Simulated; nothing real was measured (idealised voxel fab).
This section sets out a process module, namely voxel capacitor over wiring.
Each square cell in cross-section cut measures 5 nm, and the section as a whole is 240 nm wide.
A cross-section in this document is a grid of square cells, and it is written down as bands, the top band listed before the ones below it; a band is made up of one or more rows of cells.
Read a band's entry like this: the first values are the height of its top and the height of its bottom in nm, and what follows is the sequence of materials from left to right, each with its width in nm. Note that "empty" is empty space, and that a single material marked "full width" reaches across the band from edge to edge.
A quick word on heights: they are counted from 0, and under that level the wafer as it came to us is one material throughout. The lowest band is different from the rest in having no bottom; it simply continues downward, written as in "z 0 and below".
Note: "30->40" means the width goes from the first number (top row of the band) to the second number (bottom row) in equal steps per row of cells.
The designation "left unchanged", where it is given for a processing step, indicates that no cell of the cross-section was altered in the course of that step.
The entry titled "Non-vented voids" provides the empty spaces that have no open way to the top, restricted to those of 8 cells or more. Each is presented as width x height at distance, the distance being measured from the left edge, with all three in nm.
The remark found on a step's line after its settings is issued by the simulator itself and pertains to that step.
overlay nm: mask right of planned place by this much (step with mask). Neg. = left.

## Below is the list of planned process steps
1. RECEIVE: material Si
2. CONFORMAL_DEP: material SiO2, thk nm 10
3. DIRECTIONAL_DEP: material TiN, thk nm 5
4. DIRECTIONAL_DEP: material W, thk nm 15
5. DIRECTIONAL_DEP: material aC, thk nm 10
6. PATTERN: tone cover, mask id METAL_1, material resist, width nm 30, pitch nm 95, thk nm 25, overlay nm 0
7. DIRECTIONAL_ETCH: etch materials aC, depth nm 10
8. STRIP: etch materials resist
9. DIRECTIONAL_ETCH: etch materials W, depth nm 15
10. DIRECTIONAL_ETCH: etch materials TiN, depth nm 5
11. STRIP: etch materials aC
12. CONFORMAL_DEP: material SiN, thk nm 5
13. FILL_DEP: material lowk, thk nm 5
14. CMP: height nm 30
15. CONFORMAL_DEP: material SiCN, thk nm 5
16. DIRECTIONAL_DEP: material lowk, thk nm 10
17. PATTERN: tone open, mask id PLUG_1, material resist, width nm 15, thk nm 20, overlay nm 0
18. DIRECTIONAL_ETCH: etch materials lowk, depth nm 10
19. DIRECTIONAL_ETCH: etch materials SiCN, depth nm 5
20. STRIP: etch materials resist
21. CONFORMAL_DEP: material TiN, thk nm 5
22. FILL_DEP: material Ru, thk nm 5
23. CMP: height nm 45
24. DIRECTIONAL_DEP: material TiN, thk nm 5
25. DIRECTIONAL_DEP: material Al2O3, thk nm 5
26. DIRECTIONAL_DEP: material TiN, thk nm 5
27. DIRECTIONAL_DEP: material aC, thk nm 15
28. PATTERN: tone cover, mask id UPPER_PLATE, material resist, width nm 70, thk nm 35, overlay nm 0
29. DIRECTIONAL_ETCH: etch materials aC, depth nm 15
30. STRIP: etch materials resist
31. DIRECTIONAL_ETCH: etch materials TiN, depth nm 5
32. DIRECTIONAL_ETCH: etch materials Al2O3, depth nm 5
33. STRIP: etch materials aC
34. MASKED_ETCH: tone cover, mask id LOWER_PLATE, width nm 80, etch materials TiN, depth nm 5, overlay nm 0
35. FILL_DEP: material SiO2, thk nm 20
36. CMP: height nm 75
37. MASKED_ETCH: tone open, mask id PLUG_2, width nm 15, etch materials SiO2, depth nm 15, overlay nm 0
38. CONFORMAL_DEP: material TiN, thk nm 5
39. FILL_DEP: material Ru, thk nm 5
40. CMP: height nm 75
41. CONFORMAL_DEP: material SiN, thk nm 5

## As-received wafer cross-section (after step 1)
z 0 and below | Si full width
Non-vented voids: none

## Wafer cross-section at end of module: start and plan as shown above, one execution error
z 80 to 75 | SiN full width
z 75 to 70 | Ru full width
z 70 to 65 | TiN: 85  Ru: 5  TiN: 150
z 65 to 55 | SiO2: 80->70  TiN: 15->70  SiO2: 145->100
z 55 to 50 | SiO2: 70  Al2O3: 70  SiO2: 100
z 50 to 45 | SiO2: 65  TiN: 80  SiO2: 95
z 45 to 35 | lowk: 70  TiN: 5  Ru: 5  TiN: 5  lowk: 155
z 35 to 30 | SiCN: 70  TiN: 15  SiCN: 155
z 30 to 15 | lowk: 50  SiN: 5  W: 30  SiN: 5  lowk: 55  SiN: 5  W: 30  SiN: 5  lowk: 55
z 15 to 10 | SiN: 55  TiN: 30  SiN: 65  TiN: 30  SiN: 60
z 10 to 0 | SiO2 full width
z 0 and below | Si full width
Non-vented voids: none
Against the plan, the run slipped here: not per plan at step 36, really ran CMP: height nm 65
